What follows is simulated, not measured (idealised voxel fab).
Process module in this document: voxel self aligned vias
Shown is cross-section cut, with a width of 295 nm and square cells of size 5 nm.
Cross-section, as written here: a square-cell grid given band by band from the top down, where a band holds one or more rows of cells.
A band entry consists of two parts. The first gives the height of the band's top and the height of its bottom, in nm. The rest lists the band's materials from left to right, each with its width in nm. A single material labelled with the word "all across" fills the band from edge to edge, and the word "empty" marks empty space.
Zero point of the height axis is 0; under it, received wafer = one material. Lowest band: continues down indefinitely, "0 nm and below".
A width such as "30..40" changes by the same amount from each row of cells to the next, from the band's top row to its bottom row.
For the purposes of this document, the phrase "nothing changed" attached to a step denotes that no cell within the cross-section was modified by that step.
If an empty space has no open way to the top and is at least 8 cells in size, "Closed empty spaces" lists it, written width x height at distance, where distance is measured from the left edge and every value is in nm.
Read whatever lies past the settings on a step's line as the simulator's own remark about the step.
overlay nm: mask right of planned place by this much (step with mask). Neg. = left.
## Listed below are the process steps as planned
step 1: RECEIVE,material Si
step 2: CONFORMAL_DEP,material SiO2,thk nm 10
step 3: CONFORMAL_DEP,material SiCN,thk nm 5
step 4: DIRECTIONAL_DEP,material lowk,thk nm 25
step 5: DIRECTIONAL_DEP,material aC,thk nm 10
step 6: PATTERN,tone open,mask id LINES,material resist,width nm 25,pitch nm 50,thk nm 30,overlay nm 0
step 7: DIRECTIONAL_ETCH,etch materials aC,depth nm 10
step 8: STRIP,etch materials resist
step 9: DIRECTIONAL_ETCH,etch materials lowk,depth nm 25
step 10: STRIP,etch materials aC
step 11: CONFORMAL_DEP,material TiN,thk nm 5
step 12: FILL_DEP,material Ru,thk nm 5
step 13: CMP,height nm 40
step 14: SELECTIVE_ETCH,etch materials W Ru TiN,depth nm 5
step 15: FILL_DEP,material SiN,thk nm 10
step 16: CMP,height nm 40
step 17: DIRECTIONAL_DEP,material lowk,thk nm 15
step 18: PATTERN,tone open,mask id VIAS,material resist,width nm 35,thk nm 15,overlay nm 0
step 19: DIRECTIONAL_ETCH,etch materials lowk,depth nm 15
step 20: DIRECTIONAL_ETCH,etch materials SiN,depth nm 5
step 21: STRIP,etch materials resist
step 22: CONFORMAL_DEP,material TiN,thk nm 5
step 23: FILL_DEP,material Cu,thk nm 10
step 24: CMP,height nm 55
step 25: CONFORMAL_DEP,material SiCN,thk nm 5
## Cross-section: wafer on arrival = after step 1
> 0 nm and below = Si all across
> Closed empty spaces: none
## Module complete, cross-section. Starting point and plan per above. One mistake made in running the module
> 60 nm to 55 nm = SiCN all across
> 55 nm to 40 nm = lowk (105), then TiN (5), then Cu (25), then TiN (5), then lowk (155)
> 40 nm to 35 nm = lowk (105), then TiN (35), then lowk (20), then SiN (25), then lowk (110)
> 35 nm to 25 nm = lowk (105), then TiN (10), then Ru (15), then TiN (10), then lowk (20), then TiN (5), then Ru (15), then TiN (5), then lowk (110)
> 25 nm to 20 nm = lowk (110), then TiN (5), then Ru (15), then TiN (5), then lowk (25), then TiN (5), then Ru (15), then TiN (5), then lowk (110)
> 20 nm to 15 nm = lowk (110), then TiN (25), then lowk (25), then TiN (25), then lowk (110)
> 15 nm to 10 nm = SiCN all across
> 10 nm to 0 nm = SiO2 all across
> 0 nm and below = Si all across
> Closed empty spaces: none
The plan and the run diverged here: step 19 in the plan was executed twice
